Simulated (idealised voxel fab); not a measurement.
process module | voxel transistor to metal
cross-section cut | 170 nm wide | cells 5 nm
A cross-section is a grid of square cells, given in bands from the top down. A band is one or more rows of cells.
Each band's line starts with the height of the band's top and of its bottom, in nm. Then come its materials from left to right, each with its width in nm. One material with "throughout" fills the band from edge to edge. "air" is empty space.
Height 0 is the level under which the wafer as received is all one material. The lowest band goes on downwards, as in "0 down".
A width such as "30 to 40" changes by the same amount from each row of cells to the next, from the band's top row to its bottom row.
"no change" after a step means that no cell of the cross-section changed.
closed voids: empty space of 8 cells or more with no open way to the top, each as width x height at its distance from the left edge, in nm
after a step's settings: what the simulator itself notes on the step
overlay nm, on a step with a mask: how far to the right of its planned place the mask lay; to the left if negative
plan
1 op RECEIVE | material Si
2 op CONFORMAL_DEP | material SiO2 | thk nm 5
3 op CONFORMAL_DEP | material SiN | thk nm 10
4 op DIRECTIONAL_DEP | material aC | thk nm 10
5 op PATTERN | tone cover | mask id ACTIVE | material resist | width nm 110 | thk nm 25 | overlay nm 0
6 op DIRECTIONAL_ETCH | etch materials aC | depth nm 10
7 op STRIP | etch materials resist
8 op DIRECTIONAL_ETCH | etch materials SiN | depth nm 10
9 op DIRECTIONAL_ETCH | etch materials SiO2 | depth nm 5
10 op DIRECTIONAL_ETCH | etch materials Si | depth nm 20
11 op STRIP | etch materials aC
12 op FILL_DEP | material SiO2 | thk nm 15
13 op CMP | height nm 15
14 op SELECTIVE_ETCH | etch materials SiO2 | depth nm 5
15 op STRIP | etch materials SiN
16 op SELECTIVE_ETCH | etch materials SiO2 | depth nm 5
17 op OXIDIZE | depth nm 5
18 op DIRECTIONAL_DEP | material polySi | thk nm 30
19 op DIRECTIONAL_DEP | material SiCN | thk nm 15
20 op MASKED_ETCH | tone cover | mask id GATE | width nm 30 | etch materials SiCN | depth nm 25 | overlay nm 0
21 op MASKED_ETCH | tone cover | mask id GATE | width nm 30 | etch materials polySi | depth nm 40 | overlay nm 0
22 op CONFORMAL_DEP | material SiN | thk nm 5
23 op DIRECTIONAL_ETCH | etch materials SiN | depth nm 5
24 op DIRECTIONAL_ETCH | etch materials SiO2 | depth nm 5
25 op DIRECTIONAL_ETCH | etch materials Si | depth nm 15
26 op EPI | material pSi | thk nm 15
27 op FILL_DEP | material SiO2 | thk nm 10
28 op CMP | height nm 30
29 op STRIP | etch materials polySi
30 op SELECTIVE_ETCH | etch materials SiO2 | depth nm 5
31 op CONFORMAL_DEP | material HfO2 | thk nm 5
32 op CONFORMAL_DEP | material TiN | thk nm 5
33 op FILL_DEP | material W | thk nm 5
34 op CMP | height nm 25
35 op DIRECTIONAL_DEP | material SiO2 | thk nm 10
36 op PATTERN | tone open | mask id CONTACT | material resist | width nm 15 | pitch nm 75 | thk nm 20 | overlay nm 0
37 op DIRECTIONAL_ETCH | etch materials SiO2 | depth nm 40
38 op STRIP | etch materials resist
39 op CONFORMAL_DEP | material TiN | thk nm 5
40 op FILL_DEP | material Ru | thk nm 10
41 op CMP | height nm 35
42 op DIRECTIONAL_DEP | material TiN | thk nm 5
43 op DIRECTIONAL_DEP | material W | thk nm 25
44 op DIRECTIONAL_DEP | material aC | thk nm 15
45 op PATTERN | tone cover | mask id METAL_1 | material resist | width nm 15 | pitch nm 75 | thk nm 30 | overlay nm 0
46 op DIRECTIONAL_ETCH | etch materials aC | depth nm 15
47 op STRIP | etch materials resist
48 op DIRECTIONAL_ETCH | etch materials W | depth nm 25
49 op DIRECTIONAL_ETCH | etch materials TiN | depth nm 5
50 op STRIP | etch materials aC
51 op CONFORMAL_DEP | material SiCN | thk nm 5
52 op FILL_DEP | material lowk | thk nm 10
53 op CMP | height nm 65
54 op CONFORMAL_DEP | material SiCN | thk nm 5
first wafer, as planned
as received, after step 1
  0 down: Si throughout
  closed voids: none
after step 2
  5 to 0: SiO2 throughout
  below 0: unchanged
after step 3
  15 to 5: SiN throughout
  below 5: unchanged
after step 4
  25 to 15: aC throughout
  below 15: unchanged
after step 5
  50 to 25: air 30 | resist 110 | air 30
  below 25: unchanged
after step 6
  40 to 25: air 30 | resist 110 | air 30
  25 to 15: air 30 | aC 110 | air 30
  below 15: unchanged
after step 7
  25 to 15: air 30 | aC 110 | air 30
  below 15: unchanged
after step 8
  25 to 15: air 30 | aC 110 | air 30
  15 to 5: air 30 | SiN 110 | air 30
  below 5: unchanged
after step 9
  25 to 15: air 30 | aC 110 | air 30
  15 to 5: air 30 | SiN 110 | air 30
  5 to 0: air 30 | SiO2 110 | air 30
  below 0: unchanged
after step 10
  25 to 15: air 30 | aC 110 | air 30
  15 to 5: air 30 | SiN 110 | air 30
  5 to 0: air 30 | SiO2 110 | air 30
  0 to -20: air 30 | Si 110 | air 30
  below -20: unchanged
after step 11
  15 to 5: air 30 | SiN 110 | air 30
  below 5: unchanged
after step 12
  30 to 15: SiO2 throughout
  15 to 5: SiO2 30 | SiN 110 | SiO2 30
  5 to 0: SiO2 throughout
  0 to -20: SiO2 30 | Si 110 | SiO2 30
  below -20: unchanged
after step 13
  15 to 5: SiO2 30 | SiN 110 | SiO2 30
  below 5: unchanged
after step 14
  15 to 10: air 30 | SiN 110 | air 30
  below 10: unchanged
after step 15
  10 to 5: SiO2 30 | air 110 | SiO2 30
  below 5: unchanged
after step 16
  5 to 0: SiO2 25 | air 120 | SiO2 25
  below 0: unchanged
after step 17
  5 to 0: SiO2 25 | air 120 | SiO2 25
  0 to -5: SiO2 throughout
  below -5: unchanged
after step 18
  35 to 30: polySi 25 | air 120 | polySi 25
  30 to 5: polySi throughout
  5 to 0: SiO2 25 | polySi 120 | SiO2 25
  below 0: unchanged
after step 19
  50 to 45: SiCN 25 | air 120 | SiCN 25
  45 to 35: SiCN throughout
  35 to 30: polySi 25 | SiCN 120 | polySi 25
  below 30: unchanged
after step 20
  45 to 35: air 70 | SiCN 30 | air 70
  35 to 30: polySi 25 | air 45 | SiCN 30 | air 45 | polySi 25
  below 30: unchanged
after step 21
  45 to 30: air 70 | SiCN 30 | air 70
  30 to 5: air 70 | polySi 30 | air 70
  5 to 0: SiO2 25 | air 45 | polySi 30 | air 45 | SiO2 25
  below 0: unchanged
after step 22
  50 to 45: air 65 | SiN 40 | air 65
  45 to 30: air 65 | SiN 5 | SiCN 30 | SiN 5 | air 65
  30 to 10: air 65 | SiN 5 | polySi 30 | SiN 5 | air 65
  10 to 5: SiN 30 | air 35 | SiN 5 | polySi 30 | SiN 5 | air 35 | SiN 30
  5 to 0: SiO2 25 | SiN 45 | polySi 30 | SiN 45 | SiO2 25
  below 0: unchanged
after step 23
  45 to 30: air 65 | SiN 5 | SiCN 30 | SiN 5 | air 65
  30 to 5: air 65 | SiN 5 | polySi 30 | SiN 5 | air 65
  5 to 0: SiO2 25 | SiN 5 | air 35 | SiN 5 | polySi 30 | SiN 5 | air 35 | SiN 5 | SiO2 25
  below 0: unchanged
after step 24
  45 to 30: air 65 | SiN 5 | SiCN 30 | SiN 5 | air 65
  30 to 5: air 65 | SiN 5 | polySi 30 | SiN 5 | air 65
  5 to 0: air 25 | SiN 5 | air 35 | SiN 5 | polySi 30 | SiN 5 | air 35 | SiN 5 | air 25
  0 to -5: SiO2 30 | air 35 | SiO2 40 | air 35 | SiO2 30
  below -5: unchanged
after step 25
  45 to 30: air 65 | SiN 5 | SiCN 30 | SiN 5 | air 65
  30 to 5: air 65 | SiN 5 | polySi 30 | SiN 5 | air 65
  5 to 0: air 25 | SiN 5 | air 35 | SiN 5 | polySi 30 | SiN 5 | air 35 | SiN 5 | air 25
  0 to -5: SiO2 30 | air 35 | SiO2 40 | air 35 | SiO2 30
  -5 to -20: SiO2 30 | air 35 | Si 40 | air 35 | SiO2 30
  below -20: unchanged
after step 26
  45 to 30: air 65 | SiN 5 | SiCN 30 | SiN 5 | air 65
  30 to 10: air 65 | SiN 5 | polySi 30 | SiN 5 | air 65
  10 to 5: air 50 | pSi 15 | SiN 5 | polySi 30 | SiN 5 | pSi 15 | air 50
  5 to 0: air 25 | SiN 5 | air 20 | pSi 15 | SiN 5 | polySi 30 | SiN 5 | pSi 15 | air 20 | SiN 5 | air 25
  0 to -5: SiO2 30 | air 20 | pSi 15 | SiO2 40 | pSi 15 | air 20 | SiO2 30
  -5 to -20: SiO2 30 | pSi 35 | Si 40 | pSi 35 | SiO2 30
  below -20: unchanged
after step 27
  55 to 45: SiO2 throughout
  45 to 30: SiO2 65 | SiN 5 | SiCN 30 | SiN 5 | SiO2 65
  30 to 10: SiO2 65 | SiN 5 | polySi 30 | SiN 5 | SiO2 65
  10 to 5: SiO2 50 | pSi 15 | SiN 5 | polySi 30 | SiN 5 | pSi 15 | SiO2 50
  5 to 0: SiO2 25 | SiN 5 | SiO2 20 | pSi 15 | SiN 5 | polySi 30 | SiN 5 | pSi 15 | SiO2 20 | SiN 5 | SiO2 25
  0 to -5: SiO2 50 | pSi 15 | SiO2 40 | pSi 15 | SiO2 50
  below -5: unchanged
after step 28
  30 to 10: SiO2 65 | SiN 5 | polySi 30 | SiN 5 | SiO2 65
  below 10: unchanged
after step 29
  30 to 10: SiO2 65 | SiN 5 | air 30 | SiN 5 | SiO2 65
  10 to 5: SiO2 50 | pSi 15 | SiN 5 | air 30 | SiN 5 | pSi 15 | SiO2 50
  5 to 0: SiO2 25 | SiN 5 | SiO2 20 | pSi 15 | SiN 5 | air 30 | SiN 5 | pSi 15 | SiO2 20 | SiN 5 | SiO2 25
  below 0: unchanged
after step 30
  30 to 25: air 65 | SiN 5 | air 30 | SiN 5 | air 65
  25 to 10: SiO2 65 | SiN 5 | air 30 | SiN 5 | SiO2 65
  10 to 5: SiO2 50 | pSi 15 | SiN 5 | air 30 | SiN 5 | pSi 15 | SiO2 50
  5 to 0: SiO2 25 | SiN 5 | SiO2 20 | pSi 15 | SiN 5 | air 30 | SiN 5 | pSi 15 | SiO2 20 | SiN 5 | SiO2 25
  0 to -5: SiO2 50 | pSi 15 | air 40 | pSi 15 | SiO2 50
  below -5: unchanged
after step 31
  35 to 30: air 60 | HfO2 15 | air 20 | HfO2 15 | air 60
  30 to 25: HfO2 65 | SiN 5 | HfO2 5 | air 20 | HfO2 5 | SiN 5 | HfO2 65
  25 to 10: SiO2 65 | SiN 5 | HfO2 5 | air 20 | HfO2 5 | SiN 5 | SiO2 65
  10 to 5: SiO2 50 | pSi 15 | SiN 5 | HfO2 5 | air 20 | HfO2 5 | SiN 5 | pSi 15 | SiO2 50
  5 to 0: SiO2 25 | SiN 5 | SiO2 20 | pSi 15 | SiN 5 | HfO2 5 | air 20 | HfO2 5 | SiN 5 | pSi 15 | SiO2 20 | SiN 5 | SiO2 25
  0 to -5: SiO2 50 | pSi 15 | HfO2 40 | pSi 15 | SiO2 50
  below -5: unchanged
after step 32
  40 to 35: air 55 | TiN 25 | air 10 | TiN 25 | air 55
  35 to 30: TiN 60 | HfO2 15 | TiN 5 | air 10 | TiN 5 | HfO2 15 | TiN 60
  30 to 25: HfO2 65 | SiN 5 | HfO2 5 | TiN 5 | air 10 | TiN 5 | HfO2 5 | SiN 5 | HfO2 65
  25 to 10: SiO2 65 | SiN 5 | HfO2 5 | TiN 5 | air 10 | TiN 5 | HfO2 5 | SiN 5 | SiO2 65
  10 to 5: SiO2 50 | pSi 15 | SiN 5 | HfO2 5 | TiN 5 | air 10 | TiN 5 | HfO2 5 | SiN 5 | pSi 15 | SiO2 50
  5 to 0: SiO2 25 | SiN 5 | SiO2 20 | pSi 15 | SiN 5 | HfO2 5 | TiN 20 | HfO2 5 | SiN 5 | pSi 15 | SiO2 20 | SiN 5 | SiO2 25
  below 0: unchanged
after step 33
  45 to 40: W throughout
  40 to 35: W 55 | TiN 25 | W 10 | TiN 25 | W 55
  35 to 30: TiN 60 | HfO2 15 | TiN 5 | W 10 | TiN 5 | HfO2 15 | TiN 60
  30 to 25: HfO2 65 | SiN 5 | HfO2 5 | TiN 5 | W 10 | TiN 5 | HfO2 5 | SiN 5 | HfO2 65
  25 to 10: SiO2 65 | SiN 5 | HfO2 5 | TiN 5 | W 10 | TiN 5 | HfO2 5 | SiN 5 | SiO2 65
  10 to 5: SiO2 50 | pSi 15 | SiN 5 | HfO2 5 | TiN 5 | W 10 | TiN 5 | HfO2 5 | SiN 5 | pSi 15 | SiO2 50
  below 5: unchanged
after step 34
  25 to 10: SiO2 65 | SiN 5 | HfO2 5 | TiN 5 | W 10 | TiN 5 | HfO2 5 | SiN 5 | SiO2 65
  below 10: unchanged
after step 35
  35 to 25: SiO2 throughout
  below 25: unchanged
after step 36
  55 to 35: resist 40 | air 15 | resist 60 | air 15 | resist 40
  below 35: unchanged
after step 37
  55 to 35: resist 40 | air 15 | resist 60 | air 15 | resist 40
  35 to 25: SiO2 40 | air 15 | SiO2 60 | air 15 | SiO2 40
  25 to 10: SiO2 40 | air 15 | SiO2 10 | SiN 5 | HfO2 5 | TiN 5 | W 10 | TiN 5 | HfO2 5 | SiN 5 | SiO2 10 | air 15 | SiO2 40
  10 to 5: SiO2 40 | air 10 | pSi 15 | SiN 5 | HfO2 5 | TiN 5 | W 10 | TiN 5 | HfO2 5 | SiN 5 | pSi 15 | air 10 | SiO2 40
  5 to 0: SiO2 25 | SiN 5 | SiO2 10 | air 10 | pSi 15 | SiN 5 | HfO2 5 | TiN 20 | HfO2 5 | SiN 5 | pSi 15 | air 10 | SiO2 10 | SiN 5 | SiO2 25
  0 to -5: SiO2 40 | air 10 | pSi 15 | HfO2 40 | pSi 15 | air 10 | SiO2 40
  below -5: unchanged
after step 38
  35 to 25: SiO2 40 | air 15 | SiO2 60 | air 15 | SiO2 40
  below 25: unchanged
after step 39
  40 to 35: TiN 45 | air 5 | TiN 70 | air 5 | TiN 45
  35 to 25: SiO2 40 | TiN 5 | air 5 | TiN 5 | SiO2 60 | TiN 5 | air 5 | TiN 5 | SiO2 40
  25 to 15: SiO2 40 | TiN 5 | air 5 | TiN 5 | SiO2 10 | SiN 5 | HfO2 5 | TiN 5 | W 10 | TiN 5 | HfO2 5 | SiN 5 | SiO2 10 | TiN 5 | air 5 | TiN 5 | SiO2 40
  15 to 10: SiO2 40 | TiN 15 | SiO2 10 | SiN 5 | HfO2 5 | TiN 5 | W 10 | TiN 5 | HfO2 5 | SiN 5 | SiO2 10 | TiN 15 | SiO2 40
  10 to 5: SiO2 40 | TiN 10 | pSi 15 | SiN 5 | HfO2 5 | TiN 5 | W 10 | TiN 5 | HfO2 5 | SiN 5 | pSi 15 | TiN 10 | SiO2 40
  5 to 0: SiO2 25 | SiN 5 | SiO2 10 | TiN 10 | pSi 15 | SiN 5 | HfO2 5 | TiN 20 | HfO2 5 | SiN 5 | pSi 15 | TiN 10 | SiO2 10 | SiN 5 | SiO2 25
  0 to -5: SiO2 40 | TiN 10 | pSi 15 | HfO2 40 | pSi 15 | TiN 10 | SiO2 40
  below -5: unchanged
after step 40
  50 to 40: Ru throughout
  40 to 35: TiN 45 | Ru 5 | TiN 70 | Ru 5 | TiN 45
  35 to 25: SiO2 40 | TiN 5 | Ru 5 | TiN 5 | SiO2 60 | TiN 5 | Ru 5 | TiN 5 | SiO2 40
  25 to 15: SiO2 40 | TiN 5 | Ru 5 | TiN 5 | SiO2 10 | SiN 5 | HfO2 5 | TiN 5 | W 10 | TiN 5 | HfO2 5 | SiN 5 | SiO2 10 | TiN 5 | Ru 5 | TiN 5 | SiO2 40
  below 15: unchanged
after step 41
  35 to 25: SiO2 40 | TiN 5 | Ru 5 | TiN 5 | SiO2 60 | TiN 5 | Ru 5 | TiN 5 | SiO2 40
  below 25: unchanged
after step 42
  40 to 35: TiN throughout
  below 35: unchanged
after step 43
  65 to 40: W throughout
  below 40: unchanged
after step 44
  80 to 65: aC throughout
  below 65: unchanged
after step 45
  110 to 80: air 40 | resist 15 | air 60 | resist 15 | air 40
  below 80: unchanged
after step 46
  95 to 80: air 40 | resist 15 | air 60 | resist 15 | air 40
  80 to 65: air 40 | aC 15 | air 60 | aC 15 | air 40
  below 65: unchanged
after step 47
  80 to 65: air 40 | aC 15 | air 60 | aC 15 | air 40
  below 65: unchanged
after step 48
  80 to 65: air 40 | aC 15 | air 60 | aC 15 | air 40
  65 to 40: air 40 | W 15 | air 60 | W 15 | air 40
  below 40: unchanged
after step 49
  80 to 65: air 40 | aC 15 | air 60 | aC 15 | air 40
  65 to 40: air 40 | W 15 | air 60 | W 15 | air 40
  40 to 35: air 40 | TiN 15 | air 60 | TiN 15 | air 40
  below 35: unchanged
after step 50
  65 to 40: air 40 | W 15 | air 60 | W 15 | air 40
  below 40: unchanged
after step 51
  70 to 65: air 35 | SiCN 25 | air 50 | SiCN 25 | air 35
  65 to 40: air 35 | SiCN 5 | W 15 | SiCN 5 | air 50 | SiCN 5 | W 15 | SiCN 5 | air 35
  40 to 35: SiCN 40 | TiN 15 | SiCN 60 | TiN 15 | SiCN 40
  below 35: unchanged
after step 52
  80 to 70: lowk throughout
  70 to 65: lowk 35 | SiCN 25 | lowk 50 | SiCN 25 | lowk 35
  65 to 40: lowk 35 | SiCN 5 | W 15 | SiCN 5 | lowk 50 | SiCN 5 | W 15 | SiCN 5 | lowk 35
  below 40: unchanged
after step 53
  65 to 40: lowk 35 | SiCN 5 | W 15 | SiCN 5 | lowk 50 | SiCN 5 | W 15 | SiCN 5 | lowk 35
  below 40: unchanged
after step 54
  70 to 65: SiCN throughout
  below 65: unchanged
second wafer: like start, like plan, one mistake. Through step 44 it matches the first wafer
when step 45 should have ended
  110 to 80: resist 40 | air 15 | resist 60 | air 15 | resist 40
  below 80: unchanged
when step 46 should have ended
  95 to 80: resist 40 | air 15 | resist 60 | air 15 | resist 40
  80 to 65: aC 40 | air 15 | aC 60 | air 15 | aC 40
  below 65: unchanged
when step 47 should have ended
  80 to 65: aC 40 | air 15 | aC 60 | air 15 | aC 40
  below 65: unchanged
when step 48 should have ended
  80 to 65: aC 40 | air 15 | aC 60 | air 15 | aC 40
  65 to 40: W 40 | air 15 | W 60 | air 15 | W 40
  below 40: unchanged
when step 49 should have ended
  80 to 65: aC 40 | air 15 | aC 60 | air 15 | aC 40
  65 to 40: W 40 | air 15 | W 60 | air 15 | W 40
  40 to 35: TiN 40 | air 15 | TiN 60 | air 15 | TiN 40
  below 35: unchanged
when step 50 should have ended
  65 to 40: W 40 | air 15 | W 60 | air 15 | W 40
  below 40: unchanged
when step 51 should have ended
  70 to 65: SiCN 45 | air 5 | SiCN 70 | air 5 | SiCN 45
  65 to 40: W 40 | SiCN 5 | air 5 | SiCN 5 | W 60 | SiCN 5 | air 5 | SiCN 5 | W 40
  40 to 35: TiN 40 | SiCN 15 | TiN 60 | SiCN 15 | TiN 40
  below 35: unchanged
when step 52 should have ended
  80 to 70: lowk throughout
  70 to 65: SiCN 45 | lowk 5 | SiCN 70 | lowk 5 | SiCN 45
  65 to 40: W 40 | SiCN 5 | lowk 5 | SiCN 5 | W 60 | SiCN 5 | lowk 5 | SiCN 5 | W 40
  below 40: unchanged
when step 53 should have ended
  65 to 40: W 40 | SiCN 5 | lowk 5 | SiCN 5 | W 60 | SiCN 5 | lowk 5 | SiCN 5 | W 40
  below 40: unchanged
when step 54 should have ended
  70 to 65: SiCN throughout
  below 65: unchanged
what went wrong: step 45 ran as: op PATTERN | tone open | mask id METAL_1 | material resist | width nm 15 | pitch nm 75 | thk nm 30 | overlay nm 0
at the end the second wafer has, in cells: 22 fewer of SiCN | 22 more of TiN | 110 more of W | 110 fewer of lowk
